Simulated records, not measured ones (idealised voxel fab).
Process module name: voxel wiring stack
FYI the section here is cut, 260 nm wide, cells are 5 nm squares.
Bands, listed from the top down, are how a cross-section gets written in this document; the cross-section itself is a grid of square cells, and a band is one or more rows of them. Band: top and bottom heights (nm) first, top before bottom; then materials from left to right, widths in nm. "throughout" marks a sole material filling the band edge to edge. "air" denotes empty space. We count height from 0. Below that, the starting wafer is all one material. The lowest band never ends at the bottom but goes on down; see "0 and below" for how that is written. A width such as "30 to 40" changes by the same amount from each row of cells to the next, from the band's top row to its bottom row. For the purposes of this document, the phrase "all unchanged" attached to a step denotes that no cell within the cross-section was modified by that step. For the entry "Closed void list", the listed items are empty spaces with no open way to the top whose size is 8 cells or more; each item follows the pattern width x height at distance, where distance is from the left edge and all three are in nm. Where a step's line continues beyond its settings, the continuation is a remark by the simulator itself on that step. overlay nm: mask right of planned place by this much (step with mask). Neg. = left.
Planned process steps:
| 1 | op RECEIVE | material Si |
| 2 | op CONFORMAL_DEP | material SiO2 | thk nm 15 |
| 3 | op CONFORMAL_DEP | material SiN | thk nm 5 |
| 4 | op DIRECTIONAL_DEP | material SiO2 | thk nm 15 |
| 5 | op PATTERN | tone open | mask id METAL_1 | material resist | width nm 30 | pitch nm 60 | thk nm 15 | overlay nm 0 |
| 6 | op DIRECTIONAL_ETCH | etch materials SiO2 | depth nm 15 |
| 7 | op DIRECTIONAL_ETCH | etch materials SiN | depth nm 5 |
| 8 | op STRIP | etch materials resist |
| 9 | op CONFORMAL_DEP | material TiN | thk nm 5 |
| 10 | op FILL_DEP | material W | thk nm 5 |
| 11 | op CMP | height nm 35 |
| 12 | op EPI | material Ru | thk nm 5 |
| 13 | op FILL_DEP | material SiCN | thk nm 5 |
| 14 | op DIRECTIONAL_DEP | material lowk | thk nm 30 |
| 15 | op DIRECTIONAL_DEP | material aC | thk nm 10 |
| 16 | op PATTERN | tone open | mask id METAL_2 | material resist | width nm 30 | pitch nm 60 | thk nm 25 | overlay nm 0 |
| 17 | op DIRECTIONAL_ETCH | etch materials aC | depth nm 10 |
| 18 | op STRIP | etch materials resist |
| 19 | op DIRECTIONAL_ETCH | etch materials lowk | depth nm 20 |
| 20 | op STRIP | etch materials aC |
| 21 | op DIRECTIONAL_DEP | material aC | thk nm 15 |
| 22 | op PATTERN | tone open | mask id METAL_2_HOLES | material resist | width nm 15 | pitch nm 120 | thk nm 30 | overlay nm 0 |
| 23 | op DIRECTIONAL_ETCH | etch materials aC | depth nm 15 |
| 24 | op STRIP | etch materials resist |
| 25 | op DIRECTIONAL_ETCH | etch materials lowk | depth nm 10 |
| 26 | op DIRECTIONAL_ETCH | etch materials SiCN | depth nm 5 |
| 27 | op STRIP | etch materials aC |
| 28 | op CONFORMAL_DEP | material TiN | thk nm 5 |
| 29 | op FILL_DEP | material Cu | thk nm 5 |
| 30 | op CMP | height nm 75 |
| 31 | op CONFORMAL_DEP | material SiCN | thk nm 5 |
| 32 | op DIRECTIONAL_DEP | material lowk | thk nm 15 |
| 33 | op MASKED_ETCH | tone open | mask id PLUG_2 | width nm 15 | pitch nm 120 | etch materials lowk | depth nm 15 | overlay nm 0 |
| 34 | op MASKED_ETCH | tone open | mask id PLUG_2 | width nm 15 | pitch nm 120 | etch materials SiCN | depth nm 5 | overlay nm 0 |
| 35 | op EPI | material Ru | thk nm 10 |
| 36 | op EPI | material Ru | thk nm 10 |
| 37 | op DIRECTIONAL_DEP | material TiN | thk nm 5 |
| 38 | op DIRECTIONAL_DEP | material Ru | thk nm 25 |
| 39 | op MASKED_ETCH | tone cover | mask id METAL_3 | width nm 30 | pitch nm 60 | etch materials Ru | depth nm 25 | overlay nm 0 |
| 40 | op MASKED_ETCH | tone cover | mask id METAL_3 | width nm 30 | pitch nm 60 | etch materials TiN | depth nm 5 | overlay nm 0 |
| 41 | op CONFORMAL_DEP | material SiN | thk nm 5 |
| 42 | op FILL_DEP | material SiO2 | thk nm 5 |
| 43 | op CMP | height nm 125 |
| 44 | op CONFORMAL_DEP | material SiN | thk nm 5 |
As received (post step 1): cross-section:
0 and below  Si throughout
Closed void list: none
Cross-section, first of two wafers, end of module, run as planned:
130 down to 125  SiN throughout
125 down to 100  SiO2 50 nm; SiN 5 nm; Ru 30 nm; SiN 5 nm; SiO2 20 nm; SiN 5 nm; Ru 30 nm; SiN 5 nm; SiO2 20 nm; SiN 5 nm; Ru 30 nm; SiN 5 nm; SiO2 50 nm
100 down to 95  SiN 55 nm; TiN 30 nm; SiN 30 nm; TiN 30 nm; SiN 30 nm; TiN 30 nm; SiN 55 nm
95 down to 80  lowk 55 nm; Ru 15 nm; lowk 105 nm; Ru 15 nm; lowk 70 nm
80 down to 75  SiCN 55 nm; Ru 15 nm; SiCN 105 nm; Ru 15 nm; SiCN 70 nm
75 down to 60  lowk 55 nm; TiN 5 nm; Cu 20 nm; TiN 5 nm; lowk 30 nm; TiN 5 nm; Cu 20 nm; TiN 5 nm; lowk 30 nm; TiN 5 nm; Cu 20 nm; TiN 5 nm; lowk 55 nm
60 down to 55  lowk 55 nm; TiN 5 nm; Cu 5 nm; TiN 20 nm; lowk 30 nm; TiN 30 nm; lowk 30 nm; TiN 5 nm; Cu 5 nm; TiN 20 nm; lowk 55 nm
55 down to 45  lowk 55 nm; TiN 5 nm; Cu 5 nm; TiN 5 nm; lowk 105 nm; TiN 5 nm; Cu 5 nm; TiN 5 nm; lowk 70 nm
45 down to 40  SiCN 55 nm; TiN 15 nm; SiCN 105 nm; TiN 15 nm; SiCN 70 nm
40 down to 35  SiCN 50 nm; Ru 40 nm; SiCN 20 nm; Ru 40 nm; SiCN 20 nm; Ru 40 nm; SiCN 50 nm
35 down to 20  SiO2 55 nm; TiN 5 nm; W 20 nm; TiN 5 nm; SiO2 30 nm; TiN 5 nm; W 20 nm; TiN 5 nm; SiO2 30 nm; TiN 5 nm; W 20 nm; TiN 5 nm; SiO2 55 nm
20 down to 15  SiN 55 nm; TiN 30 nm; SiN 30 nm; TiN 30 nm; SiN 30 nm; TiN 30 nm; SiN 55 nm
15 down to 0  SiO2 throughout
0 and below  Si throughout
Closed void list: none
End of module, second wafer, cross-section. Started like the first, planned like the first, run with one mistake:
130 down to 125  SiN throughout
125 down to 120  SiN 55 nm; TiN 30 nm; SiN 30 nm; TiN 30 nm; SiN 30 nm; TiN 30 nm; SiN 55 nm
120 down to 95  Ru throughout
95 down to 80  lowk 55 nm; Ru 15 nm; lowk 105 nm; Ru 15 nm; lowk 70 nm
80 down to 75  SiCN 55 nm; Ru 15 nm; SiCN 105 nm; Ru 15 nm; SiCN 70 nm
75 down to 60  lowk 55 nm; TiN 5 nm; Cu 20 nm; TiN 5 nm; lowk 30 nm; TiN 5 nm; Cu 20 nm; TiN 5 nm; lowk 30 nm; TiN 5 nm; Cu 20 nm; TiN 5 nm; lowk 55 nm
60 down to 55  lowk 55 nm; TiN 5 nm; Cu 5 nm; TiN 20 nm; lowk 30 nm; TiN 30 nm; lowk 30 nm; TiN 5 nm; Cu 5 nm; TiN 20 nm; lowk 55 nm
55 down to 45  lowk 55 nm; TiN 5 nm; Cu 5 nm; TiN 5 nm; lowk 105 nm; TiN 5 nm; Cu 5 nm; TiN 5 nm; lowk 70 nm
45 down to 40  SiCN 55 nm; TiN 15 nm; SiCN 105 nm; TiN 15 nm; SiCN 70 nm
40 down to 35  SiCN 50 nm; Ru 40 nm; SiCN 20 nm; Ru 40 nm; SiCN 20 nm; Ru 40 nm; SiCN 50 nm
35 down to 20  SiO2 55 nm; TiN 5 nm; W 20 nm; TiN 5 nm; SiO2 30 nm; TiN 5 nm; W 20 nm; TiN 5 nm; SiO2 30 nm; TiN 5 nm; W 20 nm; TiN 5 nm; SiO2 55 nm
20 down to 15  SiN 55 nm; TiN 30 nm; SiN 30 nm; TiN 30 nm; SiN 30 nm; TiN 30 nm; SiN 55 nm
15 down to 0  SiO2 throughout
0 and below  Si throughout
Closed void list: none
Nonconformance to the process plan: the intended sequence of steps 37 and 38 was reversed during processing, with each occupying the position of the other
It is noted that, at the conclusion of processing, the second wafer exhibits a higher or lower cell count for certain materials relative to the first: +170 Ru, -30 SiN, -140 SiO2
